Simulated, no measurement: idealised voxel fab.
The process module that follows is named voxel wiring stack.
The figure presents cross-section cut, which has a width of 235 nm and is divided into square cells with an edge length of 5 nm.
Just so we're on the same page, the cross-sections are grids of square cells, and they're listed out in bands top to bottom, each band one or more rows deep. Top height, bottom height, nm. Materials left to right, width each, nm. Single material + "everywhere" = fills band edge to edge. "empty" = empty. The reference from which all heights are counted is 0, the level beneath which the as-received wafer is entirely one material; the lowest band, having no lower bound, proceeds downward and is written after the example "0 and below". Width spec "30->40" -> top row of cells at first value, bottom row at second value, equal per-row change in between. The cross-section has no changed cell in any step marked "nothing got changed". Closed empty spaces (no open way to the top) of 8 cells or more are what "Voids, sealed" lists, each as width x height at distance from the left edge, nm for all three. Heads up: the bit after the settings on a step's line is the simulator's remark on that step. For masked steps, "overlay nm" on the step line gives how far right of plan the mask actually lay; a minus sign means it lay to the left.
Process steps - plan
1,RECEIVE [material Si]
2,CONFORMAL_DEP [material SiO2] [thk nm 10]
3,DIRECTIONAL_DEP [material TiN] [thk nm 5]
4,DIRECTIONAL_DEP [material W] [thk nm 15]
5,PATTERN [tone cover] [mask id METAL_1] [material resist] [width nm 25] [pitch nm 45] [thk nm 20] [overlay nm 0]
6,DIRECTIONAL_ETCH [etch materials W] [depth nm 15]
7,DIRECTIONAL_ETCH [etch materials TiN] [depth nm 5]
8,STRIP [etch materials resist]
9,CONFORMAL_DEP [material SiCN] [thk nm 5]
10,FILL_DEP [material SiO2] [thk nm 5]
11,CMP [height nm 30]
12,CONFORMAL_DEP [material SiCN] [thk nm 5]
13,DIRECTIONAL_DEP [material lowk] [thk nm 15]
14,PATTERN [tone open] [mask id PLUG_1] [material resist] [width nm 15] [thk nm 20] [overlay nm 0]
15,DIRECTIONAL_ETCH [etch materials lowk] [depth nm 15]
16,DIRECTIONAL_ETCH [etch materials SiCN] [depth nm 5]
17,STRIP [etch materials resist]
18,EPI [material Ru] [thk nm 10]
19,EPI [material Ru] [thk nm 10]
20,CONFORMAL_DEP [material SiN] [thk nm 5]
21,DIRECTIONAL_DEP [material SiO2] [thk nm 25]
22,PATTERN [tone open] [mask id METAL_2] [material resist] [width nm 25] [pitch nm 45] [thk nm 20] [overlay nm 0]
23,DIRECTIONAL_ETCH [etch materials SiO2] [depth nm 25]
24,DIRECTIONAL_ETCH [etch materials SiN] [depth nm 5]
25,STRIP [etch materials resist]
26,CONFORMAL_DEP [material TiN] [thk nm 5]
27,FILL_DEP [material Cu] [thk nm 10]
28,CMP [height nm 80]
29,CONFORMAL_DEP [material SiCN] [thk nm 5]
30,DIRECTIONAL_DEP [material lowk] [thk nm 10]
31,PATTERN [tone open] [mask id PLUG_2] [material resist] [width nm 15] [pitch nm 45] [thk nm 20] [overlay nm 0]
32,DIRECTIONAL_ETCH [etch materials lowk] [depth nm 10]
33,DIRECTIONAL_ETCH [etch materials SiCN] [depth nm 5]
34,STRIP [etch materials resist]
35,EPI [material Ru] [thk nm 10]
36,EPI [material Ru] [thk nm 5]
37,DIRECTIONAL_DEP [material TiN] [thk nm 5]
38,DIRECTIONAL_DEP [material Ru] [thk nm 15]
39,DIRECTIONAL_DEP [material aC] [thk nm 10]
40,PATTERN [tone cover] [mask id METAL_3] [material resist] [width nm 25] [pitch nm 45] [thk nm 25] [overlay nm 0]
41,DIRECTIONAL_ETCH [etch materials aC] [depth nm 10]
42,STRIP [etch materials resist]
43,DIRECTIONAL_ETCH [etch materials Ru] [depth nm 15]
44,DIRECTIONAL_ETCH [etch materials TiN] [depth nm 5]
45,STRIP [etch materials aC]
46,CONFORMAL_DEP [material SiN] [thk nm 5]
47,FILL_DEP [material lowk] [thk nm 10]
48,CMP [height nm 115]
49,CONFORMAL_DEP [material SiCN] [thk nm 5]
50,DIRECTIONAL_DEP [material SiO2] [thk nm 25]
51,DIRECTIONAL_DEP [material aC] [thk nm 10]
52,PATTERN [tone open] [mask id METAL_4_HOLES] [material resist] [width nm 15] [pitch nm 45] [thk nm 25] [overlay nm 0]
53,DIRECTIONAL_ETCH [etch materials aC] [depth nm 10]
54,STRIP [etch materials resist]
55,DIRECTIONAL_ETCH [etch materials SiO2] [depth nm 25]
56,STRIP [etch materials aC]
57,MASKED_ETCH [tone open] [mask id METAL_4] [width nm 25] [pitch nm 45] [etch materials SiO2] [depth nm 15] [overlay nm 0]
58,MASKED_ETCH [tone open] [mask id METAL_4] [width nm 25] [pitch nm 45] [etch materials SiCN] [depth nm 5] [overlay nm 0]
59,CONFORMAL_DEP [material TiN] [thk nm 5]
60,FILL_DEP [material Cu] [thk nm 5]
61,CMP [height nm 145]
62,CONFORMAL_DEP [material SiN] [thk nm 5]
The first wafer of two, processed as planned
Cross-sectional view of the wafer in its as-received condition, corresponding to the state after step 1
    0 and below = Si everywhere
    Voids, sealed: none
The wafer, seen in cross-section, after step 2
    10 down to 0 = SiO2 everywhere
    Under the height 0 nothing was changed.
The wafer, seen in cross-section, after step 3
    15 down to 10 = TiN everywhere
    Under the height 10 nothing was changed.
The wafer, seen in cross-section, after step 4
    30 down to 15 = W everywhere
    Under the height 15 nothing was changed.
The wafer, seen in cross-section, after step 5
    50 down to 30 = empty=80 / resist=25 / empty=20 / resist=25 / empty=85
    Under the height 30 nothing was changed.
The wafer, seen in cross-section, after step 6
    50 down to 30 = empty=80 / resist=25 / empty=20 / resist=25 / empty=85
    30 down to 15 = empty=80 / W=25 / empty=20 / W=25 / empty=85
    Under the height 15 nothing was changed.
The wafer, seen in cross-section, after step 7
    50 down to 30 = empty=80 / resist=25 / empty=20 / resist=25 / empty=85
    30 down to 15 = empty=80 / W=25 / empty=20 / W=25 / empty=85
    15 down to 10 = empty=80 / TiN=25 / empty=20 / TiN=25 / empty=85
    Under the height 10 nothing was changed.
The wafer, seen in cross-section, after step 8
    30 down to 15 = empty=80 / W=25 / empty=20 / W=25 / empty=85
    Under the height 15 nothing was changed.
The wafer, seen in cross-section, after step 9
    35 down to 30 = empty=75 / SiCN=35 / empty=10 / SiCN=35 / empty=80
    30 down to 15 = empty=75 / SiCN=5 / W=25 / SiCN=5 / empty=10 / SiCN=5 / W=25 / SiCN=5 / empty=80
    15 down to 10 = SiCN=80 / TiN=25 / SiCN=20 / TiN=25 / SiCN=85
    Under the height 10 nothing was changed.
The wafer, seen in cross-section, after step 10
    40 down to 35 = SiO2 everywhere
    35 down to 30 = SiO2=75 / SiCN=35 / SiO2=10 / SiCN=35 / SiO2=80
    30 down to 15 = SiO2=75 / SiCN=5 / W=25 / SiCN=5 / SiO2=10 / SiCN=5 / W=25 / SiCN=5 / SiO2=80
    Under the height 15 nothing was changed.
The wafer, seen in cross-section, after step 11
    30 down to 15 = SiO2=75 / SiCN=5 / W=25 / SiCN=5 / SiO2=10 / SiCN=5 / W=25 / SiCN=5 / SiO2=80
    Under the height 15 nothing was changed.
The wafer, seen in cross-section, after step 12
    35 down to 30 = SiCN everywhere
    Under the height 30 nothing was changed.
The wafer, seen in cross-section, after step 13
    50 down to 35 = lowk everywhere
    Under the height 35 nothing was changed.
The wafer, seen in cross-section, after step 14
    70 down to 50 = resist=80 / empty=15 / resist=140
    Under the height 50 nothing was changed.
The wafer, seen in cross-section, after step 15
    70 down to 50 = resist=80 / empty=15 / resist=140
    50 down to 35 = lowk=80 / empty=15 / lowk=140
    Under the height 35 nothing was changed.
The wafer, seen in cross-section, after step 16
    70 down to 50 = resist=80 / empty=15 / resist=140
    50 down to 35 = lowk=80 / empty=15 / lowk=140
    35 down to 30 = SiCN=80 / empty=15 / SiCN=140
    Under the height 30 nothing was changed.
The wafer, seen in cross-section, after step 17
    50 down to 35 = lowk=80 / empty=15 / lowk=140
    Under the height 35 nothing was changed.
The wafer, seen in cross-section, after step 18
    50 down to 40 = lowk=80 / empty=15 / lowk=140
    40 down to 35 = lowk=80 / Ru=15 / lowk=140
    35 down to 30 = SiCN=80 / Ru=15 / SiCN=140
    Under the height 30 nothing was changed.
The wafer, seen in cross-section, after step 19
    50 down to 35 = lowk=80 / Ru=15 / lowk=140
    Under the height 35 nothing was changed.
The wafer, seen in cross-section, after step 20
    55 down to 50 = SiN everywhere
    Under the height 50 nothing was changed.
The wafer, seen in cross-section, after step 21
    80 down to 55 = SiO2 everywhere
    Under the height 55 nothing was changed.
The wafer, seen in cross-section, after step 22
    100 down to 80 = resist=80 / empty=25 / resist=20 / empty=25 / resist=85
    Under the height 80 nothing was changed.
The wafer, seen in cross-section, after step 23
    100 down to 80 = resist=80 / empty=25 / resist=20 / empty=25 / resist=85
    80 down to 55 = SiO2=80 / empty=25 / SiO2=20 / empty=25 / SiO2=85
    Under the height 55 nothing was changed.
The wafer, seen in cross-section, after step 24
    100 down to 80 = resist=80 / empty=25 / resist=20 / empty=25 / resist=85
    80 down to 55 = SiO2=80 / empty=25 / SiO2=20 / empty=25 / SiO2=85
    55 down to 50 = SiN=80 / empty=25 / SiN=20 / empty=25 / SiN=85
    Under the height 50 nothing was changed.
The wafer, seen in cross-section, after step 25
    80 down to 55 = SiO2=80 / empty=25 / SiO2=20 / empty=25 / SiO2=85
    Under the height 55 nothing was changed.
The wafer, seen in cross-section, after step 26
    85 down to 80 = TiN=85 / empty=15 / TiN=30 / empty=15 / TiN=90
    80 down to 55 = SiO2=80 / TiN=5 / empty=15 / TiN=5 / SiO2=20 / TiN=5 / empty=15 / TiN=5 / SiO2=85
    55 down to 50 = SiN=80 / TiN=25 / SiN=20 / TiN=25 / SiN=85
    Under the height 50 nothing was changed.
The wafer, seen in cross-section, after step 27
    95 down to 85 = Cu everywhere
    85 down to 80 = TiN=85 / Cu=15 / TiN=30 / Cu=15 / TiN=90
    80 down to 55 = SiO2=80 / TiN=5 / Cu=15 / TiN=5 / SiO2=20 / TiN=5 / Cu=15 / TiN=5 / SiO2=85
    Under the height 55 nothing was changed.
The wafer, seen in cross-section, after step 28
    80 down to 55 = SiO2=80 / TiN=5 / Cu=15 / TiN=5 / SiO2=20 / TiN=5 / Cu=15 / TiN=5 / SiO2=85
    Under the height 55 nothing was changed.
The wafer, seen in cross-section, after step 29
    85 down to 80 = SiCN everywhere
    Under the height 80 nothing was changed.
The wafer, seen in cross-section, after step 30
    95 down to 85 = lowk everywhere
    Under the height 85 nothing was changed.
The wafer, seen in cross-section, after step 31
    115 down to 95 = resist=80 / empty=15 / resist=30 / empty=15 / resist=95
    Under the height 95 nothing was changed.
The wafer, seen in cross-section, after step 32
    115 down to 95 = resist=80 / empty=15 / resist=30 / empty=15 / resist=95
    95 down to 85 = lowk=80 / empty=15 / lowk=30 / empty=15 / lowk=95
    Under the height 85 nothing was changed.
The wafer, seen in cross-section, after step 33
    115 down to 95 = resist=80 / empty=15 / resist=30 / empty=15 / resist=95
    95 down to 85 = lowk=80 / empty=15 / lowk=30 / empty=15 / lowk=95
    85 down to 80 = SiCN=80 / empty=15 / SiCN=30 / empty=15 / SiCN=95
    Under the height 80 nothing was changed.
The wafer, seen in cross-section, after step 34
    95 down to 85 = lowk=80 / empty=15 / lowk=30 / empty=15 / lowk=95
    Under the height 85 nothing was changed.
The wafer, seen in cross-section, after step 35
    95 down to 90 = lowk=80 / empty=15 / lowk=30 / empty=15 / lowk=95
    90 down to 85 = lowk=80 / Ru=15 / lowk=30 / Ru=15 / lowk=95
    85 down to 80 = SiCN=80 / Ru=15 / SiCN=30 / Ru=15 / SiCN=95
    Under the height 80 nothing was changed.
The wafer, seen in cross-section, after step 36
    95 down to 85 = lowk=80 / Ru=15 / lowk=30 / Ru=15 / lowk=95
    Under the height 85 nothing was changed.
The wafer, seen in cross-section, after step 37
    100 down to 95 = TiN everywhere
    Under the height 95 nothing was changed.
The wafer, seen in cross-section, after step 38
    115 down to 100 = Ru everywhere
    Under the height 100 nothing was changed.
The wafer, seen in cross-section, after step 39
    125 down to 115 = aC everywhere
    Under the height 115 nothing was changed.
The wafer, seen in cross-section, after step 40
    150 down to 125 = empty=80 / resist=25 / empty=20 / resist=25 / empty=85
    Under the height 125 nothing was changed.
The wafer, seen in cross-section, after step 41
    140 down to 125 = empty=80 / resist=25 / empty=20 / resist=25 / empty=85
    125 down to 115 = empty=80 / aC=25 / empty=20 / aC=25 / empty=85
    Under the height 115 nothing was changed.
The wafer, seen in cross-section, after step 42
    125 down to 115 = empty=80 / aC=25 / empty=20 / aC=25 / empty=85
    Under the height 115 nothing was changed.
The wafer, seen in cross-section, after step 43
    125 down to 115 = empty=80 / aC=25 / empty=20 / aC=25 / empty=85
    115 down to 100 = empty=80 / Ru=25 / empty=20 / Ru=25 / empty=85
    Under the height 100 nothing was changed.
The wafer, seen in cross-section, after step 44
    125 down to 115 = empty=80 / aC=25 / empty=20 / aC=25 / empty=85
    115 down to 100 = empty=80 / Ru=25 / empty=20 / Ru=25 / empty=85
    100 down to 95 = empty=80 / TiN=25 / empty=20 / TiN=25 / empty=85
    Under the height 95 nothing was changed.
The wafer, seen in cross-section, after step 45
    115 down to 100 = empty=80 / Ru=25 / empty=20 / Ru=25 / empty=85
    Under the height 100 nothing was changed.
The wafer, seen in cross-section, after step 46
    120 down to 115 = empty=75 / SiN=35 / empty=10 / SiN=35 / empty=80
    115 down to 100 = empty=75 / SiN=5 / Ru=25 / SiN=5 / empty=10 / SiN=5 / Ru=25 / SiN=5 / empty=80
    100 down to 95 = SiN=80 / TiN=25 / SiN=20 / TiN=25 / SiN=85
    Under the height 95 nothing was changed.
The wafer, seen in cross-section, after step 47
    130 down to 120 = lowk everywhere
    120 down to 115 = lowk=75 / SiN=35 / lowk=10 / SiN=35 / lowk=80
    115 down to 100 = lowk=75 / SiN=5 / Ru=25 / SiN=5 / lowk=10 / SiN=5 / Ru=25 / SiN=5 / lowk=80
    Under the height 100 nothing was changed.
The wafer, seen in cross-section, after step 48
    115 down to 100 = lowk=75 / SiN=5 / Ru=25 / SiN=5 / lowk=10 / SiN=5 / Ru=25 / SiN=5 / lowk=80
    Under the height 100 nothing was changed.
The wafer, seen in cross-section, after step 49
    120 down to 115 = SiCN everywhere
    Under the height 115 nothing was changed.
The wafer, seen in cross-section, after step 50
    145 down to 120 = SiO2 everywhere
    Under the height 120 nothing was changed.
The wafer, seen in cross-section, after step 51
    155 down to 145 = aC everywhere
    Under the height 145 nothing was changed.
The wafer, seen in cross-section, after step 52
    180 down to 155 = resist=80 / empty=15 / resist=30 / empty=15 / resist=95
    Under the height 155 nothing was changed.
The wafer, seen in cross-section, after step 53
    170 down to 155 = resist=80 / empty=15 / resist=30 / empty=15 / resist=95
    155 down to 145 = aC=80 / empty=15 / aC=30 / empty=15 / aC=95
    Under the height 145 nothing was changed.
The wafer, seen in cross-section, after step 54
    155 down to 145 = aC=80 / empty=15 / aC=30 / empty=15 / aC=95
    Under the height 145 nothing was changed.
The wafer, seen in cross-section, after step 55
    155 down to 145 = aC=80 / empty=15 / aC=30 / empty=15 / aC=95
    145 down to 120 = SiO2=80 / empty=15 / SiO2=30 / empty=15 / SiO2=95
    Under the height 120 nothing was changed.
The wafer, seen in cross-section, after step 56
    145 down to 120 = SiO2=80 / empty=15 / SiO2=30 / empty=15 / SiO2=95
    Under the height 120 nothing was changed.
The wafer, seen in cross-section, after step 57
    145 down to 130 = SiO2=80 / empty=25 / SiO2=20 / empty=25 / SiO2=85
    Under the height 130 nothing was changed.
The wafer, seen in cross-section, after step 58
    145 down to 130 = SiO2=80 / empty=25 / SiO2=20 / empty=25 / SiO2=85
    130 down to 120 = SiO2=80 / empty=15 / SiO2=30 / empty=15 / SiO2=95
    120 down to 115 = SiCN=80 / empty=15 / SiCN=30 / empty=15 / SiCN=95
    Under the height 115 nothing was changed.
The wafer, seen in cross-section, after step 59
    150 down to 145 = TiN=85 / empty=15 / TiN=30 / empty=15 / TiN=90
    145 down to 135 = SiO2=80 / TiN=5 / empty=15 / TiN=5 / SiO2=20 / TiN=5 / empty=15 / TiN=5 / SiO2=85
    135 down to 130 = SiO2=80 / TiN=5 / empty=5 / TiN=15 / SiO2=20 / TiN=5 / empty=5 / TiN=15 / SiO2=85
    130 down to 120 = SiO2=80 / TiN=5 / empty=5 / TiN=5 / SiO2=30 / TiN=5 / empty=5 / TiN=5 / SiO2=95
    120 down to 115 = SiCN=80 / TiN=15 / SiCN=30 / TiN=15 / SiCN=95
    Under the height 115 nothing was changed.
The wafer, seen in cross-section, after step 60
    155 down to 150 = Cu everywhere
    150 down to 145 = TiN=85 / Cu=15 / TiN=30 / Cu=15 / TiN=90
    145 down to 135 = SiO2=80 / TiN=5 / Cu=15 / TiN=5 / SiO2=20 / TiN=5 / Cu=15 / TiN=5 / SiO2=85
    135 down to 130 = SiO2=80 / TiN=5 / Cu=5 / TiN=15 / SiO2=20 / TiN=5 / Cu=5 / TiN=15 / SiO2=85
    130 down to 120 = SiO2=80 / TiN=5 / Cu=5 / TiN=5 / SiO2=30 / TiN=5 / Cu=5 / TiN=5 / SiO2=95
    Under the height 120 nothing was changed.
The wafer, seen in cross-section, after step 61
    145 down to 135 = SiO2=80 / TiN=5 / Cu=15 / TiN=5 / SiO2=20 / TiN=5 / Cu=15 / TiN=5 / SiO2=85
    Under the height 135 nothing was changed.
The wafer, seen in cross-section, after step 62
    150 down to 145 = SiN everywhere
    Under the height 145 nothing was changed.
The second wafer was prepared from the same starting point and under the same plan as the first; its processing contained one mistake, and it remains indistinguishable from the first wafer up to and including step 17
Second wafer shown in cross-section at the time step 19 was slated to end
    60 down to 50 = empty=70 / Ru=35 / empty=130
    50 down to 35 = lowk=80 / Ru=15 / lowk=140
    35 down to 30 = SiCN=80 / Ru=15 / SiCN=140
    Under the height 30 nothing was changed.
Second wafer shown in cross-section at the time step 20 was slated to end
    65 down to 60 = empty=65 / SiN=45 / empty=125
    60 down to 55 = empty=65 / SiN=5 / Ru=35 / SiN=5 / empty=125
    55 down to 50 = SiN=70 / Ru=35 / SiN=130
    Under the height 50 nothing was changed.
Second wafer shown in cross-section at the time step 21 was slated to end
    90 down to 80 = empty=65 / SiO2=45 / empty=125
    80 down to 65 = SiO2 everywhere
    65 down to 60 = SiO2=65 / SiN=45 / SiO2=125
    60 down to 55 = SiO2=65 / SiN=5 / Ru=35 / SiN=5 / SiO2=125
    Under the height 55 nothing was changed.
Second wafer shown in cross-section at the time step 22 was slated to end
    110 down to 90 = resist=80 / empty=25 / resist=20 / empty=25 / resist=85
    90 down to 80 = resist=65 / SiO2=45 / resist=15 / empty=25 / resist=85
    Under the height 80 nothing was changed.
Second wafer shown in cross-section at the time step 23 was slated to end
    110 down to 90 = resist=80 / empty=25 / resist=20 / empty=25 / resist=85
    90 down to 80 = resist=65 / SiO2=15 / empty=25 / SiO2=5 / resist=15 / empty=25 / resist=85
    80 down to 65 = SiO2=80 / empty=25 / SiO2=20 / empty=25 / SiO2=85
    65 down to 60 = SiO2=65 / SiN=45 / SiO2=15 / empty=25 / SiO2=85
    60 down to 55 = SiO2=65 / SiN=5 / Ru=35 / SiN=5 / SiO2=15 / empty=25 / SiO2=85
    Under the height 55 nothing was changed.
Second wafer shown in cross-section at the time step 24 was slated to end
    110 down to 90 = resist=80 / empty=25 / resist=20 / empty=25 / resist=85
    90 down to 80 = resist=65 / SiO2=15 / empty=25 / SiO2=5 / resist=15 / empty=25 / resist=85
    80 down to 65 = SiO2=80 / empty=25 / SiO2=20 / empty=25 / SiO2=85
    65 down to 60 = SiO2=65 / SiN=15 / empty=25 / SiN=5 / SiO2=15 / empty=25 / SiO2=85
    60 down to 55 = SiO2=65 / SiN=5 / Ru=35 / SiN=5 / SiO2=15 / empty=25 / SiO2=85
    55 down to 50 = SiN=70 / Ru=35 / SiN=20 / empty=25 / SiN=85
    Under the height 50 nothing was changed.
Second wafer shown in cross-section at the time step 25 was slated to end
    90 down to 80 = empty=65 / SiO2=15 / empty=25 / SiO2=5 / empty=125
    Under the height 80 nothing was changed.
Second wafer shown in cross-section at the time step 26 was slated to end
    95 down to 90 = empty=60 / TiN=25 / empty=15 / TiN=15 / empty=120
    90 down to 85 = empty=60 / TiN=5 / SiO2=15 / TiN=5 / empty=15 / TiN=5 / SiO2=5 / TiN=5 / empty=120
    85 down to 80 = TiN=65 / SiO2=15 / TiN=5 / empty=15 / TiN=5 / SiO2=5 / TiN=20 / empty=15 / TiN=90
    80 down to 65 = SiO2=80 / TiN=5 / empty=15 / TiN=5 / SiO2=20 / TiN=5 / empty=15 / TiN=5 / SiO2=85
    65 down to 60 = SiO2=65 / SiN=15 / TiN=25 / SiN=5 / SiO2=15 / TiN=5 / empty=15 / TiN=5 / SiO2=85
    60 down to 55 = SiO2=65 / SiN=5 / Ru=35 / SiN=5 / SiO2=15 / TiN=5 / empty=15 / TiN=5 / SiO2=85
    55 down to 50 = SiN=70 / Ru=35 / SiN=20 / TiN=25 / SiN=85
    Under the height 50 nothing was changed.
Second wafer shown in cross-section at the time step 27 was slated to end
    105 down to 95 = Cu everywhere
    95 down to 90 = Cu=60 / TiN=25 / Cu=15 / TiN=15 / Cu=120
    90 down to 85 = Cu=60 / TiN=5 / SiO2=15 / TiN=5 / Cu=15 / TiN=5 / SiO2=5 / TiN=5 / Cu=120
    85 down to 80 = TiN=65 / SiO2=15 / TiN=5 / Cu=15 / TiN=5 / SiO2=5 / TiN=20 / Cu=15 / TiN=90
    80 down to 65 = SiO2=80 / TiN=5 / Cu=15 / TiN=5 / SiO2=20 / TiN=5 / Cu=15 / TiN=5 / SiO2=85
    65 down to 60 = SiO2=65 / SiN=15 / TiN=25 / SiN=5 / SiO2=15 / TiN=5 / Cu=15 / TiN=5 / SiO2=85
    60 down to 55 = SiO2=65 / SiN=5 / Ru=35 / SiN=5 / SiO2=15 / TiN=5 / Cu=15 / TiN=5 / SiO2=85
    Under the height 55 nothing was changed.
Second wafer shown in cross-section at the time step 28 was slated to end
    80 down to 65 = SiO2=80 / TiN=5 / Cu=15 / TiN=5 / SiO2=20 / TiN=5 / Cu=15 / TiN=5 / SiO2=85
    Under the height 65 nothing was changed.
Second wafer shown in cross-section at the time step 29 was slated to end
    85 down to 80 = SiCN everywhere
    Under the height 80 nothing was changed.
Second wafer shown in cross-section at the time step 30 was slated to end
    95 down to 85 = lowk everywhere
    Under the height 85 nothing was changed.
Second wafer shown in cross-section at the time step 31 was slated to end
    115 down to 95 = resist=80 / empty=15 / resist=30 / empty=15 / resist=95
    Under the height 95 nothing was changed.
Second wafer shown in cross-section at the time step 32 was slated to end
    115 down to 95 = resist=80 / empty=15 / resist=30 / empty=15 / resist=95
    95 down to 85 = lowk=80 / empty=15 / lowk=30 / empty=15 / lowk=95
    Under the height 85 nothing was changed.
Second wafer shown in cross-section at the time step 33 was slated to end
    115 down to 95 = resist=80 / empty=15 / resist=30 / empty=15 / resist=95
    95 down to 85 = lowk=80 / empty=15 / lowk=30 / empty=15 / lowk=95
    85 down to 80 = SiCN=80 / empty=15 / SiCN=30 / empty=15 / SiCN=95
    Under the height 80 nothing was changed.
Second wafer shown in cross-section at the time step 34 was slated to end
    95 down to 85 = lowk=80 / empty=15 / lowk=30 / empty=15 / lowk=95
    Under the height 85 nothing was changed.
Second wafer shown in cross-section at the time step 35 was slated to end
    95 down to 90 = lowk=80 / empty=15 / lowk=30 / empty=15 / lowk=95
    90 down to 85 = lowk=80 / Ru=15 / lowk=30 / Ru=15 / lowk=95
    85 down to 80 = SiCN=80 / Ru=15 / SiCN=30 / Ru=15 / SiCN=95
    Under the height 80 nothing was changed.
Second wafer shown in cross-section at the time step 36 was slated to end
    95 down to 85 = lowk=80 / Ru=15 / lowk=30 / Ru=15 / lowk=95
    Under the height 85 nothing was changed.
Second wafer shown in cross-section at the time step 37 was slated to end
    100 down to 95 = TiN everywhere
    Under the height 95 nothing was changed.
Second wafer shown in cross-section at the time step 38 was slated to end
    115 down to 100 = Ru everywhere
    Under the height 100 nothing was changed.
Second wafer shown in cross-section at the time step 39 was slated to end
    125 down to 115 = aC everywhere
    Under the height 115 nothing was changed.
Second wafer shown in cross-section at the time step 40 was slated to end
    150 down to 125 = empty=80 / resist=25 / empty=20 / resist=25 / empty=85
    Under the height 125 nothing was changed.
Second wafer shown in cross-section at the time step 41 was slated to end
    140 down to 125 = empty=80 / resist=25 / empty=20 / resist=25 / empty=85
    125 down to 115 = empty=80 / aC=25 / empty=20 / aC=25 / empty=85
    Under the height 115 nothing was changed.
Second wafer shown in cross-section at the time step 42 was slated to end
    125 down to 115 = empty=80 / aC=25 / empty=20 / aC=25 / empty=85
    Under the height 115 nothing was changed.
Second wafer shown in cross-section at the time step 43 was slated to end
    125 down to 115 = empty=80 / aC=25 / empty=20 / aC=25 / empty=85
    115 down to 100 = empty=80 / Ru=25 / empty=20 / Ru=25 / empty=85
    Under the height 100 nothing was changed.
Second wafer shown in cross-section at the time step 44 was slated to end
    125 down to 115 = empty=80 / aC=25 / empty=20 / aC=25 / empty=85
    115 down to 100 = empty=80 / Ru=25 / empty=20 / Ru=25 / empty=85
    100 down to 95 = empty=80 / TiN=25 / empty=20 / TiN=25 / empty=85
    Under the height 95 nothing was changed.
Second wafer shown in cross-section at the time step 45 was slated to end
    115 down to 100 = empty=80 / Ru=25 / empty=20 / Ru=25 / empty=85
    Under the height 100 nothing was changed.
Second wafer shown in cross-section at the time step 46 was slated to end
    120 down to 115 = empty=75 / SiN=35 / empty=10 / SiN=35 / empty=80
    115 down to 100 = empty=75 / SiN=5 / Ru=25 / SiN=5 / empty=10 / SiN=5 / Ru=25 / SiN=5 / empty=80
    100 down to 95 = SiN=80 / TiN=25 / SiN=20 / TiN=25 / SiN=85
    Under the height 95 nothing was changed.
Second wafer shown in cross-section at the time step 47 was slated to end
    130 down to 120 = lowk everywhere
    120 down to 115 = lowk=75 / SiN=35 / lowk=10 / SiN=35 / lowk=80
    115 down to 100 = lowk=75 / SiN=5 / Ru=25 / SiN=5 / lowk=10 / SiN=5 / Ru=25 / SiN=5 / lowk=80
    Under the height 100 nothing was changed.
Second wafer shown in cross-section at the time step 48 was slated to end
    115 down to 100 = lowk=75 / SiN=5 / Ru=25 / SiN=5 / lowk=10 / SiN=5 / Ru=25 / SiN=5 / lowk=80
    Under the height 100 nothing was changed.
Second wafer shown in cross-section at the time step 49 was slated to end
    120 down to 115 = SiCN everywhere
    Under the height 115 nothing was changed.
Second wafer shown in cross-section at the time step 50 was slated to end
    145 down to 120 = SiO2 everywhere
    Under the height 120 nothing was changed.
Second wafer shown in cross-section at the time step 51 was slated to end
    155 down to 145 = aC everywhere
    Under the height 145 nothing was changed.
Second wafer shown in cross-section at the time step 52 was slated to end
    180 down to 155 = resist=80 / empty=15 / resist=30 / empty=15 / resist=95
    Under the height 155 nothing was changed.
Second wafer shown in cross-section at the time step 53 was slated to end
    170 down to 155 = resist=80 / empty=15 / resist=30 / empty=15 / resist=95
    155 down to 145 = aC=80 / empty=15 / aC=30 / empty=15 / aC=95
    Under the height 145 nothing was changed.
Second wafer shown in cross-section at the time step 54 was slated to end
    155 down to 145 = aC=80 / empty=15 / aC=30 / empty=15 / aC=95
    Under the height 145 nothing was changed.
Second wafer shown in cross-section at the time step 55 was slated to end
    155 down to 145 = aC=80 / empty=15 / aC=30 / empty=15 / aC=95
    145 down to 120 = SiO2=80 / empty=15 / SiO2=30 / empty=15 / SiO2=95
    Under the height 120 nothing was changed.
Second wafer shown in cross-section at the time step 56 was slated to end
    145 down to 120 = SiO2=80 / empty=15 / SiO2=30 / empty=15 / SiO2=95
    Under the height 120 nothing was changed.
Second wafer shown in cross-section at the time step 57 was slated to end
    145 down to 130 = SiO2=80 / empty=25 / SiO2=20 / empty=25 / SiO2=85
    Under the height 130 nothing was changed.
Second wafer shown in cross-section at the time step 58 was slated to end
    145 down to 130 = SiO2=80 / empty=25 / SiO2=20 / empty=25 / SiO2=85
    130 down to 120 = SiO2=80 / empty=15 / SiO2=30 / empty=15 / SiO2=95
    120 down to 115 = SiCN=80 / empty=15 / SiCN=30 / empty=15 / SiCN=95
    Under the height 115 nothing was changed.
Second wafer shown in cross-section at the time step 59 was slated to end
    150 down to 145 = TiN=85 / empty=15 / TiN=30 / empty=15 / TiN=90
    145 down to 135 = SiO2=80 / TiN=5 / empty=15 / TiN=5 / SiO2=20 / TiN=5 / empty=15 / TiN=5 / SiO2=85
    135 down to 130 = SiO2=80 / TiN=5 / empty=5 / TiN=15 / SiO2=20 / TiN=5 / empty=5 / TiN=15 / SiO2=85
    130 down to 120 = SiO2=80 / TiN=5 / empty=5 / TiN=5 / SiO2=30 / TiN=5 / empty=5 / TiN=5 / SiO2=95
    120 down to 115 = SiCN=80 / TiN=15 / SiCN=30 / TiN=15 / SiCN=95
    Under the height 115 nothing was changed.
Second wafer shown in cross-section at the time step 60 was slated to end
    155 down to 150 = Cu everywhere
    150 down to 145 = TiN=85 / Cu=15 / TiN=30 / Cu=15 / TiN=90
    145 down to 135 = SiO2=80 / TiN=5 / Cu=15 / TiN=5 / SiO2=20 / TiN=5 / Cu=15 / TiN=5 / SiO2=85
    135 down to 130 = SiO2=80 / TiN=5 / Cu=5 / TiN=15 / SiO2=20 / TiN=5 / Cu=5 / TiN=15 / SiO2=85
    130 down to 120 = SiO2=80 / TiN=5 / Cu=5 / TiN=5 / SiO2=30 / TiN=5 / Cu=5 / TiN=5 / SiO2=95
    Under the height 120 nothing was changed.
Second wafer shown in cross-section at the time step 61 was slated to end
    145 down to 135 = SiO2=80 / TiN=5 / Cu=15 / TiN=5 / SiO2=20 / TiN=5 / Cu=15 / TiN=5 / SiO2=85
    Under the height 135 nothing was changed.
Second wafer shown in cross-section at the time step 62 was slated to end
    150 down to 145 = SiN everywhere
    Under the height 145 nothing was changed.
Diagnosis: one of the identical steps 18 and 19 was executed twice, with no means of telling which
It is noted that, at the conclusion of processing, the second wafer exhibits a higher or lower cell count for certain materials relative to the first: Cu -6; Ru +14; SiN +4; SiO2 -8; TiN -4
